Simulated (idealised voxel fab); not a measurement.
The following is a process module called voxel ribs on slabs.
In the cross-section labelled cut, the width is 265 nm and each square cell is 5 nm.
This document writes a cross-section as a grid whose cells are square, and gives it as bands, listed from the top down; one or more rows of cells form a band. Per band: top height and bottom height in nm, followed by the left-to-right materials and their widths in nm; "throughout" marks a single material spanning edge to edge, "empty" marks empty space. Below 0: as-received wafer, all one material; heights counted from there. Lowest band: no bottom, goes on down, written "0 nm and below". You'd read "30 to 40" like this: the band's top row of cells is as wide as the first number, its bottom row is as wide as the second, and going down, every row changes width by the same amount as the row before did. Where a step carries "nothing altered", the cross-section came out of it unchanged, cell for cell. This entry, "Completely enclosed voids", enumerates those empty regions of no fewer than 8 cells that possess no open connection to the top. Each region is reported in the form width x height at distance, the distance being taken from the left edge, with all three quantities expressed in nm. Text after the settings on a step's line: the simulator's own remark on that step. Steps that use a mask can have "overlay nm" on their line. It says how far the mask sat to the right of where it was meant to be. Negative means to the left.
[Process steps - plan]
1 op RECEIVE | material Si
2 op DIRECTIONAL_DEP | material SiO2 | thk nm 30
3 op DIRECTIONAL_DEP | material SiN | thk nm 20
4 op PATTERN | tone cover | mask id RIB | material resist | width nm 30 | thk nm 20 | overlay nm 0
5 op DIRECTIONAL_ETCH | etch materials SiN | depth nm 15
6 op STRIP | etch materials resist
7 op MASKED_ETCH | tone cover | mask id SLAB | width nm 90 | etch materials SiN | depth nm 5 | overlay nm 0
8 op FILL_DEP | material SiO2 | thk nm 25
9 op CMP | height nm 65
10 op DIRECTIONAL_DEP | material TiN | thk nm 10
11 op MASKED_ETCH | tone cover | mask id HEATER | width nm 40 | etch materials TiN | depth nm 10 | overlay nm 0
12 op CONFORMAL_DEP | material SiN | thk nm 5
[Incoming wafer, cross-sectional view, post step 1]
> 0 nm and below = Si throughout
> Completely enclosed voids: none
[Final wafer profile in cross-section after the module, from the same start and plan as above, with one mistake made during processing]
> 80 nm to 75 nm = empty (105); SiN (50); empty (110)
> 75 nm to 70 nm = empty (105); SiN (5); TiN (40); SiN (5); empty (110)
> 70 nm to 65 nm = SiN (110); TiN (40); SiN (115)
> 65 nm to 45 nm = SiO2 throughout
> 45 nm to 30 nm = SiO2 (115); SiN (30); SiO2 (120)
> 30 nm to 25 nm = SiO2 (85); SiN (90); SiO2 (90)
> 25 nm to 0 nm = SiO2 throughout
> 0 nm and below = Si throughout
> Completely enclosed voids: none
Error vs. plan: contrary to plan, step 2 was performed as op DIRECTIONAL_DEP | material SiO2 | thk nm 25
